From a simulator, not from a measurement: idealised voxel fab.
process module | voxel wiring stack
cross-section cut | 210 nm wide | cells 5 nm
A cross-section is a grid of square cells, given in bands from the top down. A band is one or more rows of cells.
Each band's line starts with the height of the band's top and of its bottom, in nm. Then come its materials from left to right, each with its width in nm. One material with "throughout" fills the band from edge to edge. "air" is empty space.
Height 0 is the level under which the wafer as received is all one material. The lowest band goes on downwards, as in "0 down".
A width such as "30 to 40" changes by the same amount from each row of cells to the next, from the band's top row to its bottom row.
"no change" after a step means that no cell of the cross-section changed.
closed voids: empty space of 8 cells or more with no open way to the top, each as width x height at its distance from the left edge, in nm
after a step's settings: what the simulator itself notes on the step
overlay nm, on a step with a mask: how far to the right of its planned place the mask lay; to the left if negative
plan
1 op RECEIVE | material Si
2 op CONFORMAL_DEP | material SiO2 | thk nm 15
3 op DIRECTIONAL_DEP | material TiN | thk nm 5
4 op DIRECTIONAL_DEP | material W | thk nm 20
5 op DIRECTIONAL_DEP | material aC | thk nm 10
6 op PATTERN | tone cover | mask id METAL_1 | material resist | width nm 20 | pitch nm 40 | thk nm 25 | overlay nm 0
7 op DIRECTIONAL_ETCH | etch materials aC | depth nm 10
8 op STRIP | etch materials resist
9 op DIRECTIONAL_ETCH | etch materials W | depth nm 20
10 op DIRECTIONAL_ETCH | etch materials TiN | depth nm 5
11 op STRIP | etch materials aC
12 op CONFORMAL_DEP | material SiN | thk nm 5
13 op FILL_DEP | material lowk | thk nm 10
14 op CMP | height nm 40
15 op CONFORMAL_DEP | material SiCN | thk nm 5
16 op DIRECTIONAL_DEP | material lowk | thk nm 25
17 op PATTERN | tone open | mask id METAL_2 | material resist | width nm 20 | pitch nm 40 | thk nm 15 | overlay nm 0
18 op DIRECTIONAL_ETCH | etch materials lowk | depth nm 15
19 op STRIP | etch materials resist
20 op DIRECTIONAL_DEP | material aC | thk nm 15
21 op PATTERN | tone open | mask id METAL_2_HOLES | material resist | width nm 15 | pitch nm 80 | thk nm 30 | overlay nm 0
22 op DIRECTIONAL_ETCH | etch materials aC | depth nm 15
23 op STRIP | etch materials resist
24 op DIRECTIONAL_ETCH | etch materials lowk | depth nm 10
25 op DIRECTIONAL_ETCH | etch materials SiCN | depth nm 5
26 op STRIP | etch materials aC
27 op CONFORMAL_DEP | material TiN | thk nm 5
28 op FILL_DEP | material Cu | thk nm 10
29 op CMP | height nm 70
30 op CONFORMAL_DEP | material SiCN | thk nm 5
31 op DIRECTIONAL_DEP | material lowk | thk nm 10
32 op MASKED_ETCH | tone open | mask id PLUG_2 | width nm 15 | pitch nm 80 | etch materials lowk | depth nm 10 | overlay nm 0
33 op MASKED_ETCH | tone open | mask id PLUG_2 | width nm 15 | pitch nm 80 | etch materials SiCN | depth nm 5 | overlay nm 0
34 op CONFORMAL_DEP | material TiN | thk nm 5
35 op FILL_DEP | material Cu | thk nm 10
36 op CMP | height nm 85
37 op CONFORMAL_DEP | material SiN | thk nm 5
38 op DIRECTIONAL_DEP | material SiO2 | thk nm 20
39 op MASKED_ETCH | tone open | mask id METAL_3 | width nm 20 | pitch nm 40 | etch materials SiO2 | depth nm 20 | overlay nm 0
40 op MASKED_ETCH | tone open | mask id METAL_3 | width nm 20 | pitch nm 40 | etch materials SiN | depth nm 5 | overlay nm 0
41 op CONFORMAL_DEP | material TiN | thk nm 5
42 op FILL_DEP | material Cu | thk nm 10
43 op CMP | height nm 110
44 op CONFORMAL_DEP | material SiCN | thk nm 5
45 op DIRECTIONAL_DEP | material lowk | thk nm 35
46 op PATTERN | tone open | mask id METAL_4_HOLES | material resist | width nm 15 | pitch nm 40 | thk nm 20 | overlay nm 0
47 op DIRECTIONAL_ETCH | etch materials lowk | depth nm 35
48 op STRIP | etch materials resist
49 op DIRECTIONAL_DEP | material aC | thk nm 10
50 op PATTERN | tone open | mask id METAL_4 | material resist | width nm 20 | pitch nm 40 | thk nm 25 | overlay nm 0
51 op DIRECTIONAL_ETCH | etch materials aC | depth nm 10
52 op STRIP | etch materials resist
53 op DIRECTIONAL_ETCH | etch materials lowk | depth nm 20
54 op DIRECTIONAL_ETCH | etch materials SiCN | depth nm 5
55 op STRIP | etch materials aC
56 op CONFORMAL_DEP | material TiN | thk nm 5
57 op FILL_DEP | material Ru | thk nm 10
58 op CMP | height nm 150
59 op CONFORMAL_DEP | material SiN | thk nm 5
first wafer, as planned
as received, after step 1
  0 down: Si throughout
  closed voids: none
after step 2
  15 to 0: SiO2 throughout
  below 0: unchanged
after step 3
  20 to 15: TiN throughout
  below 15: unchanged
after step 4
  40 to 20: W throughout
  below 20: unchanged
after step 5
  50 to 40: aC throughout
  below 40: unchanged
after step 6
  75 to 50: air 55 | resist 20 | air 20 | resist 20 | air 20 | resist 20 | air 55
  below 50: unchanged
after step 7
  65 to 50: air 55 | resist 20 | air 20 | resist 20 | air 20 | resist 20 | air 55
  50 to 40: air 55 | aC 20 | air 20 | aC 20 | air 20 | aC 20 | air 55
  below 40: unchanged
after step 8
  50 to 40: air 55 | aC 20 | air 20 | aC 20 | air 20 | aC 20 | air 55
  below 40: unchanged
after step 9
  50 to 40: air 55 | aC 20 | air 20 | aC 20 | air 20 | aC 20 | air 55
  40 to 20: air 55 | W 20 | air 20 | W 20 | air 20 | W 20 | air 55
  below 20: unchanged
after step 10
  50 to 40: air 55 | aC 20 | air 20 | aC 20 | air 20 | aC 20 | air 55
  40 to 20: air 55 | W 20 | air 20 | W 20 | air 20 | W 20 | air 55
  20 to 15: air 55 | TiN 20 | air 20 | TiN 20 | air 20 | TiN 20 | air 55
  below 15: unchanged
after step 11
  40 to 20: air 55 | W 20 | air 20 | W 20 | air 20 | W 20 | air 55
  below 20: unchanged
after step 12
  45 to 40: air 50 | SiN 30 | air 10 | SiN 30 | air 10 | SiN 30 | air 50
  40 to 20: air 50 | SiN 5 | W 20 | SiN 5 | air 10 | SiN 5 | W 20 | SiN 5 | air 10 | SiN 5 | W 20 | SiN 5 | air 50
  20 to 15: SiN 55 | TiN 20 | SiN 20 | TiN 20 | SiN 20 | TiN 20 | SiN 55
  below 15: unchanged
after step 13
  55 to 45: lowk throughout
  45 to 40: lowk 50 | SiN 30 | lowk 10 | SiN 30 | lowk 10 | SiN 30 | lowk 50
  40 to 20: lowk 50 | SiN 5 | W 20 | SiN 5 | lowk 10 | SiN 5 | W 20 | SiN 5 | lowk 10 | SiN 5 | W 20 | SiN 5 | lowk 50
  below 20: unchanged
after step 14
  40 to 20: lowk 50 | SiN 5 | W 20 | SiN 5 | lowk 10 | SiN 5 | W 20 | SiN 5 | lowk 10 | SiN 5 | W 20 | SiN 5 | lowk 50
  below 20: unchanged
after step 15
  45 to 40: SiCN throughout
  below 40: unchanged
after step 16
  70 to 45: lowk throughout
  below 45: unchanged
after step 17
  85 to 70: resist 55 | air 20 | resist 20 | air 20 | resist 20 | air 20 | resist 55
  below 70: unchanged
after step 18
  85 to 70: resist 55 | air 20 | resist 20 | air 20 | resist 20 | air 20 | resist 55
  70 to 55: lowk 55 | air 20 | lowk 20 | air 20 | lowk 20 | air 20 | lowk 55
  below 55: unchanged
after step 19
  70 to 55: lowk 55 | air 20 | lowk 20 | air 20 | lowk 20 | air 20 | lowk 55
  below 55: unchanged
after step 20
  85 to 70: aC 55 | air 20 | aC 20 | air 20 | aC 20 | air 20 | aC 55
  70 to 55: lowk 55 | aC 20 | lowk 20 | aC 20 | lowk 20 | aC 20 | lowk 55
  below 55: unchanged
after step 21
  115 to 85: resist 55 | air 15 | resist 65 | air 15 | resist 60
  85 to 70: aC 55 | air 15 | resist 5 | aC 20 | resist 20 | aC 20 | air 15 | resist 5 | aC 55
  below 70: unchanged
after step 22
  100 to 85: resist 55 | air 15 | resist 65 | air 15 | resist 60
  85 to 70: aC 55 | air 15 | resist 5 | aC 20 | resist 20 | aC 20 | air 15 | resist 5 | aC 55
  70 to 55: lowk 55 | air 15 | aC 5 | lowk 20 | aC 20 | lowk 20 | air 15 | aC 5 | lowk 55
  below 55: unchanged
after step 23
  85 to 70: aC 55 | air 20 | aC 20 | air 20 | aC 20 | air 20 | aC 55
  below 70: unchanged
after step 24
  85 to 70: aC 55 | air 20 | aC 20 | air 20 | aC 20 | air 20 | aC 55
  70 to 55: lowk 55 | air 15 | aC 5 | lowk 20 | aC 20 | lowk 20 | air 15 | aC 5 | lowk 55
  55 to 45: lowk 55 | air 15 | lowk 65 | air 15 | lowk 60
  below 45: unchanged
after step 25
  85 to 70: aC 55 | air 20 | aC 20 | air 20 | aC 20 | air 20 | aC 55
  70 to 55: lowk 55 | air 15 | aC 5 | lowk 20 | aC 20 | lowk 20 | air 15 | aC 5 | lowk 55
  55 to 45: lowk 55 | air 15 | lowk 65 | air 15 | lowk 60
  45 to 40: SiCN 55 | air 15 | SiCN 65 | air 15 | SiCN 60
  below 40: unchanged
after step 26
  70 to 55: lowk 55 | air 20 | lowk 20 | air 20 | lowk 20 | air 20 | lowk 55
  below 55: unchanged
after step 27
  75 to 70: TiN 60 | air 10 | TiN 30 | air 10 | TiN 30 | air 10 | TiN 60
  70 to 60: lowk 55 | TiN 5 | air 10 | TiN 5 | lowk 20 | TiN 5 | air 10 | TiN 5 | lowk 20 | TiN 5 | air 10 | TiN 5 | lowk 55
  60 to 55: lowk 55 | TiN 5 | air 5 | TiN 10 | lowk 20 | TiN 20 | lowk 20 | TiN 5 | air 5 | TiN 10 | lowk 55
  55 to 45: lowk 55 | TiN 5 | air 5 | TiN 5 | lowk 65 | TiN 5 | air 5 | TiN 5 | lowk 60
  45 to 40: SiCN 55 | TiN 15 | SiCN 65 | TiN 15 | SiCN 60
  below 40: unchanged
after step 28
  85 to 75: Cu throughout
  75 to 70: TiN 60 | Cu 10 | TiN 30 | Cu 10 | TiN 30 | Cu 10 | TiN 60
  70 to 60: lowk 55 | TiN 5 | Cu 10 | TiN 5 | lowk 20 | TiN 5 | Cu 10 | TiN 5 | lowk 20 | TiN 5 | Cu 10 | TiN 5 | lowk 55
  60 to 55: lowk 55 | TiN 5 | Cu 5 | TiN 10 | lowk 20 | TiN 20 | lowk 20 | TiN 5 | Cu 5 | TiN 10 | lowk 55
  55 to 45: lowk 55 | TiN 5 | Cu 5 | TiN 5 | lowk 65 | TiN 5 | Cu 5 | TiN 5 | lowk 60
  below 45: unchanged
after step 29
  70 to 60: lowk 55 | TiN 5 | Cu 10 | TiN 5 | lowk 20 | TiN 5 | Cu 10 | TiN 5 | lowk 20 | TiN 5 | Cu 10 | TiN 5 | lowk 55
  below 60: unchanged
after step 30
  75 to 70: SiCN throughout
  below 70: unchanged
after step 31
  85 to 75: lowk throughout
  below 75: unchanged
after step 32
  85 to 75: lowk 55 | air 15 | lowk 65 | air 15 | lowk 60
  below 75: unchanged
after step 33
  85 to 75: lowk 55 | air 15 | lowk 65 | air 15 | lowk 60
  75 to 70: SiCN 55 | air 15 | SiCN 65 | air 15 | SiCN 60
  below 70: unchanged
after step 34
  90 to 85: TiN 60 | air 5 | TiN 75 | air 5 | TiN 65
  85 to 75: lowk 55 | TiN 5 | air 5 | TiN 5 | lowk 65 | TiN 5 | air 5 | TiN 5 | lowk 60
  75 to 70: SiCN 55 | TiN 15 | SiCN 65 | TiN 15 | SiCN 60
  below 70: unchanged
after step 35
  100 to 90: Cu throughout
  90 to 85: TiN 60 | Cu 5 | TiN 75 | Cu 5 | TiN 65
  85 to 75: lowk 55 | TiN 5 | Cu 5 | TiN 5 | lowk 65 | TiN 5 | Cu 5 | TiN 5 | lowk 60
  below 75: unchanged
after step 36
  85 to 75: lowk 55 | TiN 5 | Cu 5 | TiN 5 | lowk 65 | TiN 5 | Cu 5 | TiN 5 | lowk 60
  below 75: unchanged
after step 37
  90 to 85: SiN throughout
  below 85: unchanged
after step 38
  110 to 90: SiO2 throughout
  below 90: unchanged
after step 39
  110 to 90: SiO2 55 | air 20 | SiO2 20 | air 20 | SiO2 20 | air 20 | SiO2 55
  below 90: unchanged
after step 40
  110 to 90: SiO2 55 | air 20 | SiO2 20 | air 20 | SiO2 20 | air 20 | SiO2 55
  90 to 85: SiN 55 | air 20 | SiN 20 | air 20 | SiN 20 | air 20 | SiN 55
  below 85: unchanged
after step 41
  115 to 110: TiN 60 | air 10 | TiN 30 | air 10 | TiN 30 | air 10 | TiN 60
  110 to 90: SiO2 55 | TiN 5 | air 10 | TiN 5 | SiO2 20 | TiN 5 | air 10 | TiN 5 | SiO2 20 | TiN 5 | air 10 | TiN 5 | SiO2 55
  90 to 85: SiN 55 | TiN 20 | SiN 20 | TiN 20 | SiN 20 | TiN 20 | SiN 55
  below 85: unchanged
after step 42
  125 to 115: Cu throughout
  115 to 110: TiN 60 | Cu 10 | TiN 30 | Cu 10 | TiN 30 | Cu 10 | TiN 60
  110 to 90: SiO2 55 | TiN 5 | Cu 10 | TiN 5 | SiO2 20 | TiN 5 | Cu 10 | TiN 5 | SiO2 20 | TiN 5 | Cu 10 | TiN 5 | SiO2 55
  below 90: unchanged
after step 43
  110 to 90: SiO2 55 | TiN 5 | Cu 10 | TiN 5 | SiO2 20 | TiN 5 | Cu 10 | TiN 5 | SiO2 20 | TiN 5 | Cu 10 | TiN 5 | SiO2 55
  below 90: unchanged
after step 44
  115 to 110: SiCN throughout
  below 110: unchanged
after step 45
  150 to 115: lowk throughout
  below 115: unchanged
after step 46
  170 to 150: resist 55 | air 15 | resist 25 | air 15 | resist 25 | air 15 | resist 60
  below 150: unchanged
after step 47
  170 to 150: resist 55 | air 15 | resist 25 | air 15 | resist 25 | air 15 | resist 60
  150 to 115: lowk 55 | air 15 | lowk 25 | air 15 | lowk 25 | air 15 | lowk 60
  below 115: unchanged
after step 48
  150 to 115: lowk 55 | air 15 | lowk 25 | air 15 | lowk 25 | air 15 | lowk 60
  below 115: unchanged
after step 49
  160 to 150: aC 55 | air 15 | aC 25 | air 15 | aC 25 | air 15 | aC 60
  150 to 125: lowk 55 | air 15 | lowk 25 | air 15 | lowk 25 | air 15 | lowk 60
  125 to 115: lowk 55 | aC 15 | lowk 25 | aC 15 | lowk 25 | aC 15 | lowk 60
  below 115: unchanged
after step 50
  185 to 160: resist 55 | air 20 | resist 20 | air 20 | resist 20 | air 20 | resist 55
  below 160: unchanged
after step 51
  175 to 160: resist 55 | air 20 | resist 20 | air 20 | resist 20 | air 20 | resist 55
  160 to 150: aC 55 | air 20 | aC 20 | air 20 | aC 20 | air 20 | aC 55
  150 to 115: lowk 55 | air 15 | lowk 25 | air 15 | lowk 25 | air 15 | lowk 60
  below 115: unchanged
after step 52
  160 to 150: aC 55 | air 20 | aC 20 | air 20 | aC 20 | air 20 | aC 55
  below 150: unchanged
after step 53
  160 to 150: aC 55 | air 20 | aC 20 | air 20 | aC 20 | air 20 | aC 55
  150 to 130: lowk 55 | air 20 | lowk 20 | air 20 | lowk 20 | air 20 | lowk 55
  below 130: unchanged
after step 54
  160 to 150: aC 55 | air 20 | aC 20 | air 20 | aC 20 | air 20 | aC 55
  150 to 130: lowk 55 | air 20 | lowk 20 | air 20 | lowk 20 | air 20 | lowk 55
  130 to 115: lowk 55 | air 15 | lowk 25 | air 15 | lowk 25 | air 15 | lowk 60
  115 to 110: SiCN 55 | air 15 | SiCN 25 | air 15 | SiCN 25 | air 15 | SiCN 60
  below 110: unchanged
after step 55
  150 to 130: lowk 55 | air 20 | lowk 20 | air 20 | lowk 20 | air 20 | lowk 55
  below 130: unchanged
after step 56
  155 to 150: TiN 60 | air 10 | TiN 30 | air 10 | TiN 30 | air 10 | TiN 60
  150 to 135: lowk 55 | TiN 5 | air 10 | TiN 5 | lowk 20 | TiN 5 | air 10 | TiN 5 | lowk 20 | TiN 5 | air 10 | TiN 5 | lowk 55
  135 to 130: lowk 55 | TiN 5 | air 5 | TiN 10 | lowk 20 | TiN 5 | air 5 | TiN 10 | lowk 20 | TiN 5 | air 5 | TiN 10 | lowk 55
  130 to 115: lowk 55 | TiN 5 | air 5 | TiN 5 | lowk 25 | TiN 5 | air 5 | TiN 5 | lowk 25 | TiN 5 | air 5 | TiN 5 | lowk 60
  115 to 110: SiCN 55 | TiN 15 | SiCN 25 | TiN 15 | SiCN 25 | TiN 15 | SiCN 60
  below 110: unchanged
after step 57
  165 to 155: Ru throughout
  155 to 150: TiN 60 | Ru 10 | TiN 30 | Ru 10 | TiN 30 | Ru 10 | TiN 60
  150 to 135: lowk 55 | TiN 5 | Ru 10 | TiN 5 | lowk 20 | TiN 5 | Ru 10 | TiN 5 | lowk 20 | TiN 5 | Ru 10 | TiN 5 | lowk 55
  135 to 130: lowk 55 | TiN 5 | Ru 5 | TiN 10 | lowk 20 | TiN 5 | Ru 5 | TiN 10 | lowk 20 | TiN 5 | Ru 5 | TiN 10 | lowk 55
  130 to 115: lowk 55 | TiN 5 | Ru 5 | TiN 5 | lowk 25 | TiN 5 | Ru 5 | TiN 5 | lowk 25 | TiN 5 | Ru 5 | TiN 5 | lowk 60
  below 115: unchanged
after step 58
  150 to 135: lowk 55 | TiN 5 | Ru 10 | TiN 5 | lowk 20 | TiN 5 | Ru 10 | TiN 5 | lowk 20 | TiN 5 | Ru 10 | TiN 5 | lowk 55
  below 135: unchanged
after step 59
  155 to 150: SiN throughout
  below 150: unchanged
second wafer: like start, like plan, one mistake. Through step 13 it matches the first wafer
when step 14 should have ended
  50 to 45: lowk throughout
  below 45: unchanged
when step 15 should have ended
  55 to 50: SiCN throughout
  below 50: unchanged
when step 16 should have ended
  80 to 55: lowk throughout
  below 55: unchanged
when step 17 should have ended
  95 to 80: resist 55 | air 20 | resist 20 | air 20 | resist 20 | air 20 | resist 55
  below 80: unchanged
when step 18 should have ended
  95 to 80: resist 55 | air 20 | resist 20 | air 20 | resist 20 | air 20 | resist 55
  80 to 65: lowk 55 | air 20 | lowk 20 | air 20 | lowk 20 | air 20 | lowk 55
  below 65: unchanged
when step 19 should have ended
  80 to 65: lowk 55 | air 20 | lowk 20 | air 20 | lowk 20 | air 20 | lowk 55
  below 65: unchanged
when step 20 should have ended
  95 to 80: aC 55 | air 20 | aC 20 | air 20 | aC 20 | air 20 | aC 55
  80 to 65: lowk 55 | aC 20 | lowk 20 | aC 20 | lowk 20 | aC 20 | lowk 55
  below 65: unchanged
when step 21 should have ended
  125 to 95: resist 55 | air 15 | resist 65 | air 15 | resist 60
  95 to 80: aC 55 | air 15 | resist 5 | aC 20 | resist 20 | aC 20 | air 15 | resist 5 | aC 55
  below 80: unchanged
when step 22 should have ended
  110 to 95: resist 55 | air 15 | resist 65 | air 15 | resist 60
  95 to 80: aC 55 | air 15 | resist 5 | aC 20 | resist 20 | aC 20 | air 15 | resist 5 | aC 55
  80 to 65: lowk 55 | air 15 | aC 5 | lowk 20 | aC 20 | lowk 20 | air 15 | aC 5 | lowk 55
  below 65: unchanged
when step 23 should have ended
  95 to 80: aC 55 | air 20 | aC 20 | air 20 | aC 20 | air 20 | aC 55
  below 80: unchanged
when step 24 should have ended
  95 to 80: aC 55 | air 20 | aC 20 | air 20 | aC 20 | air 20 | aC 55
  80 to 65: lowk 55 | air 15 | aC 5 | lowk 20 | aC 20 | lowk 20 | air 15 | aC 5 | lowk 55
  65 to 55: lowk 55 | air 15 | lowk 65 | air 15 | lowk 60
  below 55: unchanged
when step 25 should have ended
  95 to 80: aC 55 | air 20 | aC 20 | air 20 | aC 20 | air 20 | aC 55
  80 to 65: lowk 55 | air 15 | aC 5 | lowk 20 | aC 20 | lowk 20 | air 15 | aC 5 | lowk 55
  65 to 55: lowk 55 | air 15 | lowk 65 | air 15 | lowk 60
  55 to 50: SiCN 55 | air 15 | SiCN 65 | air 15 | SiCN 60
  below 50: unchanged
when step 26 should have ended
  80 to 65: lowk 55 | air 20 | lowk 20 | air 20 | lowk 20 | air 20 | lowk 55
  below 65: unchanged
when step 27 should have ended
  85 to 80: TiN 60 | air 10 | TiN 30 | air 10 | TiN 30 | air 10 | TiN 60
  80 to 70: lowk 55 | TiN 5 | air 10 | TiN 5 | lowk 20 | TiN 5 | air 10 | TiN 5 | lowk 20 | TiN 5 | air 10 | TiN 5 | lowk 55
  70 to 65: lowk 55 | TiN 5 | air 5 | TiN 10 | lowk 20 | TiN 20 | lowk 20 | TiN 5 | air 5 | TiN 10 | lowk 55
  65 to 55: lowk 55 | TiN 5 | air 5 | TiN 5 | lowk 65 | TiN 5 | air 5 | TiN 5 | lowk 60
  55 to 50: SiCN 55 | TiN 15 | SiCN 65 | TiN 15 | SiCN 60
  below 50: unchanged
when step 28 should have ended
  95 to 85: Cu throughout
  85 to 80: TiN 60 | Cu 10 | TiN 30 | Cu 10 | TiN 30 | Cu 10 | TiN 60
  80 to 70: lowk 55 | TiN 5 | Cu 10 | TiN 5 | lowk 20 | TiN 5 | Cu 10 | TiN 5 | lowk 20 | TiN 5 | Cu 10 | TiN 5 | lowk 55
  70 to 65: lowk 55 | TiN 5 | Cu 5 | TiN 10 | lowk 20 | TiN 20 | lowk 20 | TiN 5 | Cu 5 | TiN 10 | lowk 55
  65 to 55: lowk 55 | TiN 5 | Cu 5 | TiN 5 | lowk 65 | TiN 5 | Cu 5 | TiN 5 | lowk 60
  below 55: unchanged
when step 29 should have ended
  70 to 65: lowk 55 | TiN 5 | Cu 5 | TiN 10 | lowk 20 | TiN 20 | lowk 20 | TiN 5 | Cu 5 | TiN 10 | lowk 55
  below 65: unchanged
when step 30 should have ended
  75 to 70: SiCN throughout
  below 70: unchanged
when step 31 should have ended
  85 to 75: lowk throughout
  below 75: unchanged
when step 32 should have ended
  85 to 75: lowk 55 | air 15 | lowk 65 | air 15 | lowk 60
  below 75: unchanged
when step 33 should have ended
  85 to 75: lowk 55 | air 15 | lowk 65 | air 15 | lowk 60
  75 to 70: SiCN 55 | air 15 | SiCN 65 | air 15 | SiCN 60
  below 70: unchanged
when step 34 should have ended
  90 to 85: TiN 60 | air 5 | TiN 75 | air 5 | TiN 65
  85 to 75: lowk 55 | TiN 5 | air 5 | TiN 5 | lowk 65 | TiN 5 | air 5 | TiN 5 | lowk 60
  75 to 70: SiCN 55 | TiN 15 | SiCN 65 | TiN 15 | SiCN 60
  below 70: unchanged
when step 35 should have ended
  100 to 90: Cu throughout
  90 to 85: TiN 60 | Cu 5 | TiN 75 | Cu 5 | TiN 65
  85 to 75: lowk 55 | TiN 5 | Cu 5 | TiN 5 | lowk 65 | TiN 5 | Cu 5 | TiN 5 | lowk 60
  below 75: unchanged
when step 36 should have ended
  85 to 75: lowk 55 | TiN 5 | Cu 5 | TiN 5 | lowk 65 | TiN 5 | Cu 5 | TiN 5 | lowk 60
  below 75: unchanged
when step 37 should have ended
  90 to 85: SiN throughout
  below 85: unchanged
when step 38 should have ended
  110 to 90: SiO2 throughout
  below 90: unchanged
when step 39 should have ended
  110 to 90: SiO2 55 | air 20 | SiO2 20 | air 20 | SiO2 20 | air 20 | SiO2 55
  below 90: unchanged
when step 40 should have ended
  110 to 90: SiO2 55 | air 20 | SiO2 20 | air 20 | SiO2 20 | air 20 | SiO2 55
  90 to 85: SiN 55 | air 20 | SiN 20 | air 20 | SiN 20 | air 20 | SiN 55
  below 85: unchanged
when step 41 should have ended
  115 to 110: TiN 60 | air 10 | TiN 30 | air 10 | TiN 30 | air 10 | TiN 60
  110 to 90: SiO2 55 | TiN 5 | air 10 | TiN 5 | SiO2 20 | TiN 5 | air 10 | TiN 5 | SiO2 20 | TiN 5 | air 10 | TiN 5 | SiO2 55
  90 to 85: SiN 55 | TiN 20 | SiN 20 | TiN 20 | SiN 20 | TiN 20 | SiN 55
  below 85: unchanged
when step 42 should have ended
  125 to 115: Cu throughout
  115 to 110: TiN 60 | Cu 10 | TiN 30 | Cu 10 | TiN 30 | Cu 10 | TiN 60
  110 to 90: SiO2 55 | TiN 5 | Cu 10 | TiN 5 | SiO2 20 | TiN 5 | Cu 10 | TiN 5 | SiO2 20 | TiN 5 | Cu 10 | TiN 5 | SiO2 55
  below 90: unchanged
when step 43 should have ended
  110 to 90: SiO2 55 | TiN 5 | Cu 10 | TiN 5 | SiO2 20 | TiN 5 | Cu 10 | TiN 5 | SiO2 20 | TiN 5 | Cu 10 | TiN 5 | SiO2 55
  below 90: unchanged
when step 44 should have ended
  115 to 110: SiCN throughout
  below 110: unchanged
when step 45 should have ended
  150 to 115: lowk throughout
  below 115: unchanged
when step 46 should have ended
  170 to 150: resist 55 | air 15 | resist 25 | air 15 | resist 25 | air 15 | resist 60
  below 150: unchanged
when step 47 should have ended
  170 to 150: resist 55 | air 15 | resist 25 | air 15 | resist 25 | air 15 | resist 60
  150 to 115: lowk 55 | air 15 | lowk 25 | air 15 | lowk 25 | air 15 | lowk 60
  below 115: unchanged
when step 48 should have ended
  150 to 115: lowk 55 | air 15 | lowk 25 | air 15 | lowk 25 | air 15 | lowk 60
  below 115: unchanged
when step 49 should have ended
  160 to 150: aC 55 | air 15 | aC 25 | air 15 | aC 25 | air 15 | aC 60
  150 to 125: lowk 55 | air 15 | lowk 25 | air 15 | lowk 25 | air 15 | lowk 60
  125 to 115: lowk 55 | aC 15 | lowk 25 | aC 15 | lowk 25 | aC 15 | lowk 60
  below 115: unchanged
when step 50 should have ended
  185 to 160: resist 55 | air 20 | resist 20 | air 20 | resist 20 | air 20 | resist 55
  below 160: unchanged
when step 51 should have ended
  175 to 160: resist 55 | air 20 | resist 20 | air 20 | resist 20 | air 20 | resist 55
  160 to 150: aC 55 | air 20 | aC 20 | air 20 | aC 20 | air 20 | aC 55
  150 to 115: lowk 55 | air 15 | lowk 25 | air 15 | lowk 25 | air 15 | lowk 60
  below 115: unchanged
when step 52 should have ended
  160 to 150: aC 55 | air 20 | aC 20 | air 20 | aC 20 | air 20 | aC 55
  below 150: unchanged
when step 53 should have ended
  160 to 150: aC 55 | air 20 | aC 20 | air 20 | aC 20 | air 20 | aC 55
  150 to 130: lowk 55 | air 20 | lowk 20 | air 20 | lowk 20 | air 20 | lowk 55
  below 130: unchanged
when step 54 should have ended
  160 to 150: aC 55 | air 20 | aC 20 | air 20 | aC 20 | air 20 | aC 55
  150 to 130: lowk 55 | air 20 | lowk 20 | air 20 | lowk 20 | air 20 | lowk 55
  130 to 115: lowk 55 | air 15 | lowk 25 | air 15 | lowk 25 | air 15 | lowk 60
  115 to 110: SiCN 55 | air 15 | SiCN 25 | air 15 | SiCN 25 | air 15 | SiCN 60
  below 110: unchanged
when step 55 should have ended
  150 to 130: lowk 55 | air 20 | lowk 20 | air 20 | lowk 20 | air 20 | lowk 55
  below 130: unchanged
when step 56 should have ended
  155 to 150: TiN 60 | air 10 | TiN 30 | air 10 | TiN 30 | air 10 | TiN 60
  150 to 135: lowk 55 | TiN 5 | air 10 | TiN 5 | lowk 20 | TiN 5 | air 10 | TiN 5 | lowk 20 | TiN 5 | air 10 | TiN 5 | lowk 55
  135 to 130: lowk 55 | TiN 5 | air 5 | TiN 10 | lowk 20 | TiN 5 | air 5 | TiN 10 | lowk 20 | TiN 5 | air 5 | TiN 10 | lowk 55
  130 to 115: lowk 55 | TiN 5 | air 5 | TiN 5 | lowk 25 | TiN 5 | air 5 | TiN 5 | lowk 25 | TiN 5 | air 5 | TiN 5 | lowk 60
  115 to 110: SiCN 55 | TiN 15 | SiCN 25 | TiN 15 | SiCN 25 | TiN 15 | SiCN 60
  below 110: unchanged
when step 57 should have ended
  165 to 155: Ru throughout
  155 to 150: TiN 60 | Ru 10 | TiN 30 | Ru 10 | TiN 30 | Ru 10 | TiN 60
  150 to 135: lowk 55 | TiN 5 | Ru 10 | TiN 5 | lowk 20 | TiN 5 | Ru 10 | TiN 5 | lowk 20 | TiN 5 | Ru 10 | TiN 5 | lowk 55
  135 to 130: lowk 55 | TiN 5 | Ru 5 | TiN 10 | lowk 20 | TiN 5 | Ru 5 | TiN 10 | lowk 20 | TiN 5 | Ru 5 | TiN 10 | lowk 55
  130 to 115: lowk 55 | TiN 5 | Ru 5 | TiN 5 | lowk 25 | TiN 5 | Ru 5 | TiN 5 | lowk 25 | TiN 5 | Ru 5 | TiN 5 | lowk 60
  below 115: unchanged
when step 58 should have ended
  150 to 135: lowk 55 | TiN 5 | Ru 10 | TiN 5 | lowk 20 | TiN 5 | Ru 10 | TiN 5 | lowk 20 | TiN 5 | Ru 10 | TiN 5 | lowk 55
  below 135: unchanged
when step 59 should have ended
  155 to 150: SiN throughout
  below 150: unchanged
what went wrong: step 14 ran as: op CMP | height nm 50
at the end the second wafer has, in cells: 12 fewer of Cu | 18 more of SiN | 12 fewer of TiN | 6 more of lowk
